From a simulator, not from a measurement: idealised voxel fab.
Name of the process module below: voxel ribs on slabs
The figure presents cross-section cut, which has a width of 155 nm and is divided into square cells with an edge length of 5 nm.
Cross-section = grid of square cells, listed top down in bands; band = one or more rows. The band entry comprises the height of the band's top followed by the height of its bottom, expressed in nm, and subsequently the band's materials from left to right, each stated together with its width in nm. Where a single material is marked with the word "full width", that material fills the band from edge to edge. The word "air" represents empty space. The level at which height equals 0 is the one under which the wafer, as it arrives, is entirely one material. No lower edge exists for the bottom band, which continues downward and is notated as in "0 and below". Width spec "30 to 40" -> top row of cells at first value, bottom row at second value, equal per-row change in between. Any step labelled "changes: none" changed none of the cells in the cross-section. Look at "Enclosed void inventory" for the closed voids: empty spaces with no open path to the top, sized 8 cells or up. Each is width x height at distance, distance from the left edge, all nm. Note: text after step settings on the step line = simulator remark on that step. overlay nm: mask offset rightward from planned place, masked step; negative means leftward offset.
## Process steps foreseen in the plan
1: RECEIVE [material Si]
2: DIRECTIONAL_DEP [material SiO2] [thk nm 20]
3: DIRECTIONAL_DEP [material SiN] [thk nm 15]
4: DIRECTIONAL_DEP [material aC] [thk nm 10]
5: PATTERN [tone cover] [mask id RIB] [material resist] [width nm 30] [thk nm 30] [overlay nm 0]
6: DIRECTIONAL_ETCH [etch materials aC] [depth nm 10]
7: STRIP [etch materials resist]
8: DIRECTIONAL_ETCH [etch materials SiN] [depth nm 10]
9: STRIP [etch materials aC]
10: DIRECTIONAL_DEP [material aC] [thk nm 15]
11: PATTERN [tone cover] [mask id SLAB] [material resist] [width nm 90] [thk nm 35] [overlay nm 0]
12: DIRECTIONAL_ETCH [etch materials aC] [depth nm 15]
13: STRIP [etch materials resist]
14: DIRECTIONAL_ETCH [etch materials SiN] [depth nm 5]
15: STRIP [etch materials aC]
16: FILL_DEP [material SiO2] [thk nm 25]
17: CMP [height nm 50]
18: DIRECTIONAL_DEP [material W] [thk nm 10]
19: DIRECTIONAL_DEP [material aC] [thk nm 15]
20: PATTERN [tone cover] [mask id HEATER] [material resist] [width nm 40] [thk nm 35] [overlay nm 0]
21: DIRECTIONAL_ETCH [etch materials aC] [depth nm 15]
22: STRIP [etch materials resist]
23: DIRECTIONAL_ETCH [etch materials W] [depth nm 10]
24: STRIP [etch materials aC]
25: CONFORMAL_DEP [material SiN] [thk nm 10]
## Wafer cross-section on receipt, i.e. after step 1
    0 and below  Si full width
    Enclosed void inventory: none
## End-of-module cross-section. Starting structure and process plan as above; one mistake made in running it
    70 down to 60  air 45 nm / SiN 60 nm / air 50 nm
    60 down to 50  SiN 55 nm / W 40 nm / SiN 60 nm
    50 down to 35  SiO2 full width
    35 down to 25  SiO2 60 nm / SiN 30 nm / SiO2 65 nm
    25 down to 20  SiO2 30 nm / SiN 90 nm / SiO2 35 nm
    20 down to 0  W full width
    0 and below  Si full width
    Enclosed void inventory: none
Short version of what went wrong: contrary to plan, step 2 was performed as DIRECTIONAL_DEP [material W] [thk nm 20]
